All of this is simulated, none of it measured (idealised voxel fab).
The process module that follows is named voxel gate over fins.
Pictured: cross-section cut, 230 nm wide, on a grid of 5 nm square cells.
Format of a cross-section: grid, square cells. Given as bands. Order: top down. Band: one or more rows of cells.
Each band's line starts with the height of the band's top and of its bottom, in nm. Then come its materials from left to right, each with its width in nm. One material with "everywhere" fills the band from edge to edge. "empty" is empty space.
The level at which height equals 0 is the one under which the wafer, as it arrives, is entirely one material. No lower edge exists for the bottom band, which continues downward and is notated as in "from 0 down".
Top row gets the first number, bottom row gets the second, and each row in between changes by the same step: that is how a band width like "30..40" works.
When a step is marked "nothing changed", none of the cells in the cross-section changed during that step.
"Voids, fully enclosed" specifies each empty space that is not open to the top and that occupies no fewer than 8 cells, using the form width x height at distance, the distance measured from the left edge and all three quantities in nm.
If you see something after the settings on a step's line, that's the simulator's own remark about that step.
The line of a step may include "overlay nm". On a step with a mask, this value is how far to the right of its planned place the mask lay. A negative value means the mask lay to the left.

**plan**
1 RECEIVE | material Si
2 CONFORMAL_DEP | material SiN | thk nm 10
3 MASKED_ETCH | tone cover | mask id FINS | width nm 15 | pitch nm 40 | etch materials SiN | depth nm 10 | overlay nm 0
4 MASKED_ETCH | tone cover | mask id FINS | width nm 15 | pitch nm 40 | etch materials Si | depth nm 30 | overlay nm 0
5 OXIDIZE | depth nm 5
6 FILL_DEP | material SiO2 | thk nm 5
7 CMP | height nm 10
8 SELECTIVE_ETCH | etch materials SiO2 | depth nm 25
9 STRIP | etch materials SiN
10 CONFORMAL_DEP | material HfO2 | thk nm 5
11 CONFORMAL_DEP | material TiN | thk nm 5
12 FILL_DEP | material W | thk nm 10
13 CMP | height nm 15
14 CONFORMAL_DEP | material SiCN | thk nm 10

**Shown in cross-section is the wafer as received, that is, as it stands after step 1**
* from 0 down = Si everywhere
* Voids, fully enclosed: none

**Starting structure and process plan are as shown above, but one mistake was made in running the module; the wafer cross-section at the end of the module follows**
* from 25 to 15 = SiCN everywhere
* from 15 to 10 = W everywhere
* from 10 to 5 = W (80); TiN (25); W (15); TiN (25); W (85)
* from 5 to 0 = W (80); TiN (5); HfO2 (15); TiN (5); W (15); TiN (5); HfO2 (15); TiN (5); W (85)
* from 0 to -5 = W (80); TiN (5); HfO2 (5); Si (5); HfO2 (5); TiN (5); W (15); TiN (5); HfO2 (5); Si (5); HfO2 (5); TiN (5); W (85)
* from -5 to -10 = TiN (70); W (10); TiN (5); HfO2 (5); Si (5); HfO2 (5); TiN (5); W (15); TiN (5); HfO2 (5); Si (5); HfO2 (5); TiN (5); W (10); TiN (75)
* from -10 to -15 = HfO2 (65); TiN (5); W (10); TiN (5); HfO2 (5); Si (5); HfO2 (5); TiN (5); W (15); TiN (5); HfO2 (5); Si (5); HfO2 (5); TiN (5); W (10); TiN (5); HfO2 (70)
* from -15 to -20 = SiO2 (60); HfO2 (5); TiN (20); HfO2 (5); Si (5); HfO2 (5); TiN (25); HfO2 (5); Si (5); HfO2 (5); TiN (20); HfO2 (5); SiO2 (65)
* from -20 to -25 = SiO2 (60); HfO2 (30); Si (5); HfO2 (35); Si (5); HfO2 (30); SiO2 (65)
* from -25 to -35 = SiO2 (90); Si (5); SiO2 (35); Si (5); SiO2 (95)
* from -35 down = Si everywhere
* Voids, fully enclosed: none
What broke from the plan during processing? steps 8 and 9 traded places in the executed sequence
